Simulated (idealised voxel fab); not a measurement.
Title: Process Module voxel fin reveal
The cross-section on display is named cut; it measures 180 nm wide, and its cells are 5 nm squares.
The cross-sections in this document take the form of a grid made of square cells. They are written out as bands, in order from top to bottom. Each band consists of one or more rows of cells.
Heads up on the band format: heights come first, top then bottom, in nm. After that it's the materials left to right, each with its width in nm. A single material flagged "edge to edge" fills the whole band edge to edge, and "air" means there's empty space there.
We count height from 0. Below that, the starting wafer is all one material. The lowest band never ends at the bottom but goes on down; see "from 0 down" for how that is written.
So if you see something like "30..40" for the width, read it as the top row of the band sitting at the first number and the bottom row at the second, with every row in between moving by the same amount as the last.
The designation "nothing was modified", where it is given for a processing step, indicates that no cell of the cross-section was altered in the course of that step.
Listed in "Closed void listing": every empty space of 8 or more cells without an open way to the top. Form: width x height at distance, the distance being from the left edge, all in nm.
On a step's line, text after the settings is the simulator commenting on that step.
The "overlay nm" setting may appear on a step's line; for a step that uses a mask, it gives how far to the right of its planned position the mask lay, and a negative value indicates the left.
The steps planned for the process are as follows
step 1: RECEIVE,material Si
step 2: CONFORMAL_DEP,material SiN,thk nm 10
step 3: PATTERN,tone cover,mask id FINS,material resist,width nm 15,pitch nm 45,thk nm 15,overlay nm 0
step 4: DIRECTIONAL_ETCH,etch materials SiN,depth nm 10
step 5: DIRECTIONAL_ETCH,etch materials Si,depth nm 40
step 6: STRIP,etch materials resist
step 7: OXIDIZE,depth nm 5
step 8: FILL_DEP,material SiO2,thk nm 10
step 9: CMP,height nm 10
step 10: SELECTIVE_ETCH,etch materials SiO2,depth nm 30
step 11: STRIP,etch materials SiN
step 12: CONFORMAL_DEP,material HfO2,thk nm 5
The cross-section here shows the wafer as received, i.e. in its state after step 1
- from 0 down  Si edge to edge
- Closed void listing: none
The plan above was carried out on the starting structure above with one mistake, and this cross-section shows the wafer at the end of the module
- from 5 to 0  air 60 nm, then HfO2 15 nm, then air 30 nm, then HfO2 15 nm, then air 60 nm
- from 0 to -40  air 60 nm, then HfO2 5 nm, then Si 5 nm, then HfO2 5 nm, then air 30 nm, then HfO2 5 nm, then Si 5 nm, then HfO2 5 nm, then air 60 nm
- from -40 to -45  HfO2 65 nm, then Si 5 nm, then HfO2 40 nm, then Si 5 nm, then HfO2 65 nm
- from -45 down  Si edge to edge
- Closed void listing: none
The plan and the run diverged here: regarding the plan, step 10 was run twice
